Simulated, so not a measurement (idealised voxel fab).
Process module, titled voxel released beams
cross-section cut | 160 nm wide | cells 5 nm
Think of the cross-section as a grid of square cells. We describe it in bands, top to bottom, and each band covers one or more rows of those cells.
Per band: top height and bottom height in nm, followed by the left-to-right materials and their widths in nm; "edge to edge" marks a single material spanning edge to edge, "air" marks empty space.
Ref level 0: as-received wafer is one material below here. Bottom band extends down with no lower bound ("top 0, no bottom").
So if you see something like "30..40" for the width, read it as the top row of the band sitting at the first number and the bottom row at the second, with every row in between moving by the same amount as the last.
"all unchanged" (step): cross-section cells unchanged, all of them.
So "Completely sealed voids" is basically the list of trapped voids: any empty space of 8 cells or more that can't reach the top through an opening. They're written width x height at distance, the distance being from the left edge, and it's all nm.
Formally, on a step line, whatever follows the settings is a remark that the simulator itself makes on the step.
The setting "overlay nm" may be written on the line of a step. When the step uses a mask, the value reports how far to the right of the planned place the mask lay, and a negative value reports that it lay to the left.

THESE ARE THE STEPS WE PLANNED FOR THE PROCESS
- 1: RECEIVE | material Si
- 2: CONFORMAL_DEP | material Al2O3 | thk nm 10
- 3: DIRECTIONAL_DEP | material SiO2 | thk nm 20
- 4: PATTERN | tone open | mask id ANCHOR | material resist | width nm 30 | thk nm 15 | overlay nm 0
- 5: DIRECTIONAL_ETCH | etch materials SiO2 | depth nm 20
- 6: STRIP | etch materials resist
- 7: CONFORMAL_DEP | material SiN | thk nm 10
- 8: PATTERN | tone cover | mask id BEAM | material resist | width nm 115 | thk nm 20 | overlay nm 0
- 9: DIRECTIONAL_ETCH | etch materials SiN | depth nm 10
- 10: STRIP | etch materials resist
- 11: STRIP | etch materials SiO2

FIRST WAFER, AS PLANNED

STEP 1 COMPLETE: CROSS-SECTION OF THE WAFER AS RECEIVED
top 0, no bottom | Si edge to edge
Completely sealed voids: none

THE WAFER IN CROSS-SECTION ONCE STEP 2 IS COMPLETE
top 10, bottom 0 | Al2O3 edge to edge
Anything lower than 0 is untouched.

THE WAFER IN CROSS-SECTION ONCE STEP 3 IS COMPLETE
top 30, bottom 10 | SiO2 edge to edge
Anything lower than 10 is untouched.

THE WAFER IN CROSS-SECTION ONCE STEP 4 IS COMPLETE
top 45, bottom 30 | resist 25 nm | air 30 nm | resist 105 nm
Anything lower than 30 is untouched.

THE WAFER IN CROSS-SECTION ONCE STEP 5 IS COMPLETE
top 45, bottom 30 | resist 25 nm | air 30 nm | resist 105 nm
top 30, bottom 10 | SiO2 25 nm | air 30 nm | SiO2 105 nm
Anything lower than 10 is untouched.

THE WAFER IN CROSS-SECTION ONCE STEP 6 IS COMPLETE
top 30, bottom 10 | SiO2 25 nm | air 30 nm | SiO2 105 nm
Anything lower than 10 is untouched.

THE WAFER IN CROSS-SECTION ONCE STEP 7 IS COMPLETE
top 40, bottom 30 | SiN 35 nm | air 10 nm | SiN 115 nm
top 30, bottom 20 | SiO2 25 nm | SiN 10 nm | air 10 nm | SiN 10 nm | SiO2 105 nm
top 20, bottom 10 | SiO2 25 nm | SiN 30 nm | SiO2 105 nm
Anything lower than 10 is untouched.

THE WAFER IN CROSS-SECTION ONCE STEP 8 IS COMPLETE
top 60, bottom 40 | air 20 nm | resist 115 nm | air 25 nm
top 40, bottom 30 | SiN 35 nm | resist 10 nm | SiN 115 nm
top 30, bottom 20 | SiO2 25 nm | SiN 10 nm | resist 10 nm | SiN 10 nm | SiO2 105 nm
Anything lower than 20 is untouched.

THE WAFER IN CROSS-SECTION ONCE STEP 9 IS COMPLETE
top 60, bottom 40 | air 20 nm | resist 115 nm | air 25 nm
top 40, bottom 30 | air 20 nm | SiN 15 nm | resist 10 nm | SiN 90 nm | air 25 nm
Anything lower than 30 is untouched.

THE WAFER IN CROSS-SECTION ONCE STEP 10 IS COMPLETE
top 40, bottom 30 | air 20 nm | SiN 15 nm | air 10 nm | SiN 90 nm | air 25 nm
top 30, bottom 20 | SiO2 25 nm | SiN 10 nm | air 10 nm | SiN 10 nm | SiO2 105 nm
Anything lower than 20 is untouched.

THE WAFER IN CROSS-SECTION ONCE STEP 11 IS COMPLETE
top 40, bottom 30 | air 20 nm | SiN 15 nm | air 10 nm | SiN 90 nm | air 25 nm
top 30, bottom 20 | air 25 nm | SiN 10 nm | air 10 nm | SiN 10 nm | air 105 nm
top 20, bottom 10 | air 25 nm | SiN 30 nm | air 105 nm
Anything lower than 10 is untouched.

WAFER TWO OF TWO - SAME STARTING POINT, SAME PROCESS PLAN, ONE MISTAKE IN EXECUTION; MATCHES WAFER ONE UP TO AND INCLUDING STEP 8

CROSS-SECTION OF THE SECOND WAFER AT THE TIME BY WHICH STEP 9 SHOULD HAVE BEEN COMPLETED ACCORDING TO THE PLAN
top 60, bottom 40 | air 20 nm | resist 115 nm | air 25 nm
top 40, bottom 30 | air 20 nm | SiN 15 nm | resist 10 nm | SiN 90 nm | air 25 nm
Anything lower than 30 is untouched.

CROSS-SECTION OF THE SECOND WAFER AT THE TIME BY WHICH STEP 10 SHOULD HAVE BEEN COMPLETED ACCORDING TO THE PLAN
top 40, bottom 30 | air 20 nm | SiN 15 nm | air 10 nm | SiN 90 nm | air 25 nm
top 30, bottom 20 | SiO2 25 nm | SiN 10 nm | air 10 nm | SiN 10 nm | SiO2 105 nm
Anything lower than 20 is untouched.

CROSS-SECTION OF THE SECOND WAFER AT THE TIME BY WHICH STEP 11 SHOULD HAVE BEEN COMPLETED ACCORDING TO THE PLAN
top 40, bottom 30 | air 20 nm | SiN 15 nm | air 10 nm | SiN 90 nm | air 25 nm
top 30, bottom 20 | air 25 nm | SiN 10 nm | air 10 nm | SiN 10 nm | air 105 nm
top 20, bottom 10 | air 25 nm | SiN 30 nm | air 105 nm
Anything lower than 10 is untouched.
What broke from the plan during processing? the plan had its step 9 run twice
The two wafers finish with the same cross-section, and therefore the mistake leaves the computed outcome of this model unchanged.
